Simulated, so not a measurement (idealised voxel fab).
process module | voxel spacer lines
cross-section cut | 175 nm wide | cells 5 nm
A cross-section is a grid of square cells, given in bands from the top down. A band is one or more rows of cells.
Each band's line starts with the height of the band's top and of its bottom, in nm. Then come its materials from left to right, each with its width in nm. One material with "throughout" fills the band from edge to edge. "air" is empty space.
Height 0 is the level under which the wafer as received is all one material. The lowest band goes on downwards, as in "0 down".
A width such as "30 to 40" changes by the same amount from each row of cells to the next, from the band's top row to its bottom row.
"no change" after a step means that no cell of the cross-section changed.
closed voids: empty space of 8 cells or more with no open way to the top, each as width x height at its distance from the left edge, in nm
after a step's settings: what the simulator itself notes on the step
overlay nm, on a step with a mask: how far to the right of its planned place the mask lay; to the left if negative
plan
1 op RECEIVE | material Si
2 op CONFORMAL_DEP | material Al2O3 | thk nm 10
3 op DIRECTIONAL_DEP | material polySi | thk nm 20
4 op DIRECTIONAL_DEP | material aC | thk nm 30
5 op PATTERN | tone cover | mask id MANDREL | material resist | width nm 20 | pitch nm 60 | thk nm 40 | overlay nm 0
6 op DIRECTIONAL_ETCH | etch materials aC | depth nm 30
7 op STRIP | etch materials resist
8 op CONFORMAL_DEP | material SiN | thk nm 10
9 op DIRECTIONAL_ETCH | etch materials SiN | depth nm 10
10 op STRIP | etch materials aC
11 op DIRECTIONAL_ETCH | etch materials polySi | depth nm 20
12 op STRIP | etch materials SiN
13 op FILL_DEP | material SiO2 | thk nm 5
14 op CMP | height nm 30
first wafer, as planned
as received, after step 1
  0 down: Si throughout
  closed voids: none
after step 2
  10 to 0: Al2O3 throughout
  below 0: unchanged
after step 3
  30 to 10: polySi throughout
  below 10: unchanged
after step 4
  60 to 30: aC throughout
  below 30: unchanged
after step 5
  100 to 60: air 45 | resist 20 | air 40 | resist 20 | air 50
  below 60: unchanged
after step 6
  70 to 60: air 45 | resist 20 | air 40 | resist 20 | air 50
  60 to 30: air 45 | aC 20 | air 40 | aC 20 | air 50
  below 30: unchanged
after step 7
  60 to 30: air 45 | aC 20 | air 40 | aC 20 | air 50
  below 30: unchanged
after step 8
  70 to 60: air 35 | SiN 40 | air 20 | SiN 40 | air 40
  60 to 40: air 35 | SiN 10 | aC 20 | SiN 10 | air 20 | SiN 10 | aC 20 | SiN 10 | air 40
  40 to 30: SiN 45 | aC 20 | SiN 40 | aC 20 | SiN 50
  below 30: unchanged
after step 9
  60 to 30: air 35 | SiN 10 | aC 20 | SiN 10 | air 20 | SiN 10 | aC 20 | SiN 10 | air 40
  below 30: unchanged
after step 10
  60 to 30: air 35 | SiN 10 | air 20 | SiN 10 | air 20 | SiN 10 | air 20 | SiN 10 | air 40
  below 30: unchanged
after step 11
  60 to 30: air 35 | SiN 10 | air 20 | SiN 10 | air 20 | SiN 10 | air 20 | SiN 10 | air 40
  30 to 10: air 35 | polySi 10 | air 20 | polySi 10 | air 20 | polySi 10 | air 20 | polySi 10 | air 40
  below 10: unchanged
after step 12
  30 to 10: air 35 | polySi 10 | air 20 | polySi 10 | air 20 | polySi 10 | air 20 | polySi 10 | air 40
  below 10: unchanged
after step 13
  35 to 30: SiO2 throughout
  30 to 10: SiO2 35 | polySi 10 | SiO2 20 | polySi 10 | SiO2 20 | polySi 10 | SiO2 20 | polySi 10 | SiO2 40
  below 10: unchanged
after step 14
  30 to 10: SiO2 35 | polySi 10 | SiO2 20 | polySi 10 | SiO2 20 | polySi 10 | SiO2 20 | polySi 10 | SiO2 40
  below 10: unchanged
second wafer: like start, like plan, one mistake. Through step 1 it matches the first wafer
when step 2 should have ended
  10 to 0: SiO2 throughout
  below 0: unchanged
when step 3 should have ended
  30 to 10: polySi throughout
  below 10: unchanged
when step 4 should have ended
  60 to 30: aC throughout
  below 30: unchanged
when step 5 should have ended
  100 to 60: air 45 | resist 20 | air 40 | resist 20 | air 50
  below 60: unchanged
when step 6 should have ended
  70 to 60: air 45 | resist 20 | air 40 | resist 20 | air 50
  60 to 30: air 45 | aC 20 | air 40 | aC 20 | air 50
  below 30: unchanged
when step 7 should have ended
  60 to 30: air 45 | aC 20 | air 40 | aC 20 | air 50
  below 30: unchanged
when step 8 should have ended
  70 to 60: air 35 | SiN 40 | air 20 | SiN 40 | air 40
  60 to 40: air 35 | SiN 10 | aC 20 | SiN 10 | air 20 | SiN 10 | aC 20 | SiN 10 | air 40
  40 to 30: SiN 45 | aC 20 | SiN 40 | aC 20 | SiN 50
  below 30: unchanged
when step 9 should have ended
  60 to 30: air 35 | SiN 10 | aC 20 | SiN 10 | air 20 | SiN 10 | aC 20 | SiN 10 | air 40
  below 30: unchanged
when step 10 should have ended
  60 to 30: air 35 | SiN 10 | air 20 | SiN 10 | air 20 | SiN 10 | air 20 | SiN 10 | air 40
  below 30: unchanged
when step 11 should have ended
  60 to 30: air 35 | SiN 10 | air 20 | SiN 10 | air 20 | SiN 10 | air 20 | SiN 10 | air 40
  30 to 10: air 35 | polySi 10 | air 20 | polySi 10 | air 20 | polySi 10 | air 20 | polySi 10 | air 40
  below 10: unchanged
when step 12 should have ended
  30 to 10: air 35 | polySi 10 | air 20 | polySi 10 | air 20 | polySi 10 | air 20 | polySi 10 | air 40
  below 10: unchanged
when step 13 should have ended
  35 to 30: SiO2 throughout
  30 to 10: SiO2 35 | polySi 10 | SiO2 20 | polySi 10 | SiO2 20 | polySi 10 | SiO2 20 | polySi 10 | SiO2 40
  below 10: unchanged
when step 14 should have ended
  30 to 10: SiO2 35 | polySi 10 | SiO2 20 | polySi 10 | SiO2 20 | polySi 10 | SiO2 20 | polySi 10 | SiO2 40
  below 10: unchanged
what went wrong: step 2 ran as: op CONFORMAL_DEP | material SiO2 | thk nm 10
at the end the second wafer has, in cells: 70 fewer of Al2O3 | 70 more of SiO2
